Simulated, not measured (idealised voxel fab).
process module | voxel tone inversion
The cross-section on display is named cut; it measures 295 nm wide, and its cells are 5 nm squares.
A cross-section is a grid of square cells, given in bands from the top down. A band is one or more rows of cells. Quick guide to a band line: top height, bottom height (nm) up front; then every material left to right with its width in nm. Only one material and it's marked "throughout"? Then it fills the band edge to edge. And "empty" just means empty space. Convention: height 0 is the level below which the wafer, as received, is all one material. The lowest band does not terminate at the bottom but continues downward, represented as "0 down". You'd read "30 to 40" like this: the band's top row of cells is as wide as the first number, its bottom row is as wide as the second, and going down, every row changes width by the same amount as the row before did. Step note "nothing altered" = no cross-section cell changed. Closed-off voids of 8+ cells (no open route to the top) go in "Completely sealed voids", written width x height at distance from the left edge, in nm. If you see something after the settings on a step's line, that's the simulator's own remark about that step. The setting "overlay nm" may be written on the line of a step. When the step uses a mask, the value reports how far to the right of the planned place the mask lay, and a negative value reports that it lay to the left.

### The following list gives the planned process steps
1) RECEIVE (material Si)
2) CONFORMAL_DEP (material SiCN; thk nm 5)
3) DIRECTIONAL_DEP (material aC; thk nm 25)
4) PATTERN (tone cover; mask id POSTS; material resist; width nm 15; pitch nm 45; thk nm 35; overlay nm 0)
5) DIRECTIONAL_ETCH (etch materials aC; depth nm 25)
6) STRIP (etch materials resist)
7) FILL_DEP (material SiO2; thk nm 5)
8) CMP (height nm 30)
9) STRIP (etch materials aC)
Heads up: all these wafers start the same, and what changes between them is the width nm in step 4. The value you see in the plan is just what the first wafer got.

### Step 1 complete: as-received cross-section of the first of several wafers
> 0 down | Si throughout
> Completely sealed voids: none

### Per wafer (row), end of module: delta in cells per material since receipt, (+) for gained, (-) for lost; closed voids after that
width nm 15 | +59 SiCN | +250 SiO2 | Completely sealed voids: none
width nm 20 | +59 SiCN | +235 SiO2 | Completely sealed voids: none
width nm 25 | +59 SiCN | +220 SiO2 | Completely sealed voids: none
width nm 30 | +59 SiCN | +205 SiO2 | Completely sealed voids: none
